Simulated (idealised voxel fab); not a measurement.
process module | voxel released beams
cross-section cut | 140 nm wide | cells 5 nm
A cross-section is a grid of square cells, given in bands from the top down. A band is one or more rows of cells.
Each band's line starts with the height of the band's top and of its bottom, in nm. Then come its materials from left to right, each with its width in nm. One material with "throughout" fills the band from edge to edge. "air" is empty space.
Height 0 is the level under which the wafer as received is all one material. The lowest band goes on downwards, as in "0 down".
A width such as "30 to 40" changes by the same amount from each row of cells to the next, from the band's top row to its bottom row.
"no change" after a step means that no cell of the cross-section changed.
closed voids: empty space of 8 cells or more with no open way to the top, each as width x height at its distance from the left edge, in nm
after a step's settings: what the simulator itself notes on the step
overlay nm, on a step with a mask: how far to the right of its planned place the mask lay; to the left if negative
plan
1 op RECEIVE | material Si
2 op CONFORMAL_DEP | material Al2O3 | thk nm 5
3 op DIRECTIONAL_DEP | material SiO2 | thk nm 15
4 op PATTERN | tone open | mask id ANCHOR | material resist | width nm 30 | thk nm 15 | overlay nm 0
5 op DIRECTIONAL_ETCH | etch materials SiO2 | depth nm 15
6 op STRIP | etch materials resist
7 op CONFORMAL_DEP | material W | thk nm 10
8 op MASKED_ETCH | tone cover | mask id BEAM | width nm 85 | etch materials W | depth nm 10 | overlay nm 0
9 op STRIP | etch materials SiO2
as received, after step 1
  0 down: Si throughout
  closed voids: none
a wafer at the end: this start, this plan, one mistake
  30 to 20: air 30 | W 10 | air 10 | W 55 | air 35
  20 to 15: air 30 | W 10 | air 10 | W 10 | air 80
  15 to 5: air 30 | W 30 | air 80
  5 to 0: Al2O3 throughout
  0 down: Si throughout
  closed voids: none
what went wrong: step 8 ran as: op MASKED_ETCH | tone cover | mask id BEAM | width nm 75 | etch materials W | depth nm 10 | overlay nm 0
